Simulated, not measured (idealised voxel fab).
process module | voxel lift off
cross-section cut | 150 nm wide | cells 5 nm
A cross-section is a grid of square cells, given in bands from the top down. A band is one or more rows of cells.
Each band's line starts with the height of the band's top and of its bottom, in nm. Then come its materials from left to right, each with its width in nm. One material with "throughout" fills the band from edge to edge. "air" is empty space.
Height 0 is the level under which the wafer as received is all one material. The lowest band goes on downwards, as in "0 down".
A width such as "30 to 40" changes by the same amount from each row of cells to the next, from the band's top row to its bottom row.
"no change" after a step means that no cell of the cross-section changed.
closed voids: empty space of 8 cells or more with no open way to the top, each as width x height at its distance from the left edge, in nm
after a step's settings: what the simulator itself notes on the step
overlay nm, on a step with a mask: how far to the right of its planned place the mask lay; to the left if negative
plan
1 op RECEIVE | material Si
2 op CONFORMAL_DEP | material SiO2 | thk nm 15
3 op PATTERN | tone open | mask id LINES | material resist | width nm 25 | pitch nm 45 | thk nm 20 | overlay nm 0
4 op DIRECTIONAL_DEP | material Ru | thk nm 5
5 op STRIP | etch materials resist
6 op CONFORMAL_DEP | material SiN | thk nm 5
first wafer, as planned
as received, after step 1
  0 down: Si throughout
  closed voids: none
after step 2
  15 to 0: SiO2 throughout
  below 0: unchanged
after step 3
  35 to 15: resist 40 | air 25 | resist 20 | air 25 | resist 40
  below 15: unchanged
after step 4
  40 to 35: Ru 40 | air 25 | Ru 20 | air 25 | Ru 40
  35 to 20: resist 40 | air 25 | resist 20 | air 25 | resist 40
  20 to 15: resist 40 | Ru 25 | resist 20 | Ru 25 | resist 40
  below 15: unchanged
after step 5
  20 to 15: air 40 | Ru 25 | air 20 | Ru 25 | air 40
  below 15: unchanged
after step 6
  25 to 20: air 35 | SiN 35 | air 10 | SiN 35 | air 35
  20 to 15: SiN 40 | Ru 25 | SiN 20 | Ru 25 | SiN 40
  below 15: unchanged
second wafer: like start, like plan, one mistake. Through step 5 it matches the first wafer
when step 6 should have ended
  25 to 20: air 35 | Ru 35 | air 10 | Ru 35 | air 35
  20 to 15: Ru throughout
  below 15: unchanged
what went wrong: step 6 ran as: op CONFORMAL_DEP | material Ru | thk nm 5
at the end the second wafer has, in cells: 34 more of Ru | 34 fewer of SiN
